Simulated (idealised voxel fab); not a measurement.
Process module in this document: voxel self aligned vias
Cross-section cut spans 215 nm and uses square cells 5 nm in size.
Notation: cross-section as square-cell grid; stated in bands, top first, going down; one or more cell rows per band.
For a band, the entry starts with two heights in nm, that of the top and then that of the bottom, and carries on with the band's materials in order from left to right, each alongside its width in nm; the word "full width" beside a single material means it fills the band edge to edge, and "air" means empty space.
Heights are reckoned from 0. Under this level, the received wafer is all of one material. The bottommost band is open-ended downward, for example "0..down".
Width: "30 to 40" (first number = top row, second number = bottom row, same change from row to row of cells).
"same as before" (step): cross-section cells unchanged, all of them.
The entry "Trapped voids" lists the empty spaces that cover at least 8 cells and have no open path to the top. Each is written as width x height at distance, where the distance is measured from the left edge and all three values are in nm.
Note: text after step settings on the step line = simulator remark on that step.
The optional step-line setting "overlay nm" applies to steps with a mask and quantifies how far to the right of its planned location the mask lay, a negative value indicating leftward placement.

Plan
| 1 | RECEIVE [material Si] |
| 2 | CONFORMAL_DEP [material SiO2] [thk nm 10] |
| 3 | CONFORMAL_DEP [material SiCN] [thk nm 5] |
| 4 | DIRECTIONAL_DEP [material lowk] [thk nm 20] |
| 5 | DIRECTIONAL_DEP [material aC] [thk nm 15] |
| 6 | PATTERN [tone open] [mask id LINES] [material resist] [width nm 30] [pitch nm 75] [thk nm 35] [overlay nm 0] |
| 7 | DIRECTIONAL_ETCH [etch materials aC] [depth nm 5] |
| 8 | STRIP [etch materials resist] |
| 9 | DIRECTIONAL_ETCH [etch materials lowk] [depth nm 20] |
| 10 | STRIP [etch materials aC] |
| 11 | CONFORMAL_DEP [material TiN] [thk nm 5] |
| 12 | FILL_DEP [material Ru] [thk nm 10] |
| 13 | CMP [height nm 35] |
| 14 | SELECTIVE_ETCH [etch materials W Ru TiN] [depth nm 5] |
| 15 | FILL_DEP [material SiN] [thk nm 5] |
| 16 | CMP [height nm 35] |
| 17 | DIRECTIONAL_DEP [material lowk] [thk nm 15] |
| 18 | DIRECTIONAL_DEP [material aC] [thk nm 15] |
| 19 | PATTERN [tone open] [mask id VIAS] [material resist] [width nm 50] [pitch nm 75] [thk nm 30] [overlay nm 0] |
| 20 | DIRECTIONAL_ETCH [etch materials aC] [depth nm 15] |
| 21 | STRIP [etch materials resist] |
| 22 | DIRECTIONAL_ETCH [etch materials lowk] [depth nm 15] |
| 23 | DIRECTIONAL_ETCH [etch materials SiN] [depth nm 5] |
| 24 | STRIP [etch materials aC] |
| 25 | CONFORMAL_DEP [material TiN] [thk nm 5] |
| 26 | FILL_DEP [material Ru] [thk nm 5] |
| 27 | CMP [height nm 50] |
| 28 | CONFORMAL_DEP [material SiCN] [thk nm 5] |
Every wafer here starts from the same state; it is the step 7 depth nm that distinguishes them, and the value the plan gives belongs to the first wafer.

The as-received cross-section of the first of several wafers corresponds to the state after step 1
* 0..down  Si full width
* Trapped voids: none

Rows = wafers. At module end, each row lists per material the cells gained (+) or lost (-) since the wafer was received, then the closed voids
depth nm 5; +32 Ru; +86 SiCN; +86 SiO2; +28 TiN; +241 lowk; Trapped voids: none
depth nm 10; +32 Ru; +86 SiCN; +86 SiO2; +28 TiN; +241 lowk; Trapped voids: none
depth nm 15; +56 Ru; +86 SiCN; +86 SiO2; +52 TiN; +193 lowk; Trapped voids: none
depth nm 20; +56 Ru; +86 SiCN; +86 SiO2; +52 TiN; +193 lowk; Trapped voids: none
depth nm 25; +56 Ru; +86 SiCN; +86 SiO2; +52 TiN; +193 lowk; Trapped voids: none
depth nm 30; +56 Ru; +86 SiCN; +86 SiO2; +52 TiN; +193 lowk; Trapped voids: none
